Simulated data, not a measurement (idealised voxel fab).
Title: Process Module voxel self aligned contacts
The cross-section shown here is cut; it is 145 nm wide and divided into square cells measuring 5 nm on a side.
Throughout this document, each cross-section is represented as a grid of square cells and is presented as a sequence of bands enumerated from the top downward, where a band comprises one or more rows of cells. Look at the band entry: it leads with the top's height and the bottom's height in nm. Then it lists the materials left to right, with a width in nm for each. The word "everywhere" on a single material says that material fills the band edge to edge. The word "empty" is empty space. Height is counted from the level 0, under which the received wafer is composed throughout of one material. The lowest of the bands is not closed at the bottom but continues downward, in the notation "from 0 down". With a width like "30..40", each row of cells in the band differs from the next by the same amount, the top row carrying the first number and the bottom row the second. Where a step carries "nothing changed", the cross-section came out of it unchanged, cell for cell. The entry "Enclosed void inventory" lists the empty spaces that cover at least 8 cells and have no open path to the top. Each is written as width x height at distance, where the distance is measured from the left edge and all three values are in nm. Past the settings on a step's line: simulator remark, on that step. Steps that use a mask can have "overlay nm" on their line. It says how far the mask sat to the right of where it was meant to be. Negative means to the left.
The steps planned for the process are as follows
1: RECEIVE | material Si
2: OXIDIZE | depth nm 5
3: DIRECTIONAL_DEP | material polySi | thk nm 30
4: DIRECTIONAL_DEP | material SiN | thk nm 20
5: PATTERN | tone cover | mask id GATE | material resist | width nm 30 | pitch nm 75 | thk nm 15 | overlay nm 0
6: DIRECTIONAL_ETCH | etch materials SiN | depth nm 20
7: DIRECTIONAL_ETCH | etch materials polySi | depth nm 30
8: STRIP | etch materials resist
9: CONFORMAL_DEP | material SiN | thk nm 10
10: DIRECTIONAL_ETCH | etch materials SiN | depth nm 10
11: FILL_DEP | material SiO2 | thk nm 15
12: CMP | height nm 55
13: MASKED_ETCH | tone open | mask id CONTACT | width nm 55 | etch materials SiO2 | depth nm 60 | overlay nm 0
14: CONFORMAL_DEP | material TiN | thk nm 5
15: FILL_DEP | material Ru | thk nm 10
16: CMP | height nm 55
17: CONFORMAL_DEP | material SiN | thk nm 5
Here's what the wafer looked like in cross-section when it arrived - that's after step 1
	from 0 down | Si everywhere
	Enclosed void inventory: none
Final cross-section, module run with one mistake (start and plan as above)
	from 60 to 55 | SiN everywhere
	from 55 to 50 | 50 of SiO2 | 15 of TiN | 15 of Ru | 15 of TiN | 50 of SiO2
	from 50 to 30 | 10 of SiO2 | 50 of SiN | 5 of TiN | 15 of Ru | 5 of TiN | 50 of SiN | 10 of SiO2
	from 30 to 0 | 10 of SiO2 | 10 of SiN | 30 of polySi | 10 of SiN | 5 of TiN | 15 of Ru | 5 of TiN | 10 of SiN | 30 of polySi | 10 of SiN | 10 of SiO2
	from 0 to -5 | 60 of SiO2 | 25 of TiN | 60 of SiO2
	from -5 down | Si everywhere
	Enclosed void inventory: none
Here's what went sideways: step 13 ran with different settings than intended, the actual operation and settings being MASKED_ETCH | tone open | mask id CONTACT | width nm 45 | etch materials SiO2 | depth nm 60 | overlay nm 0
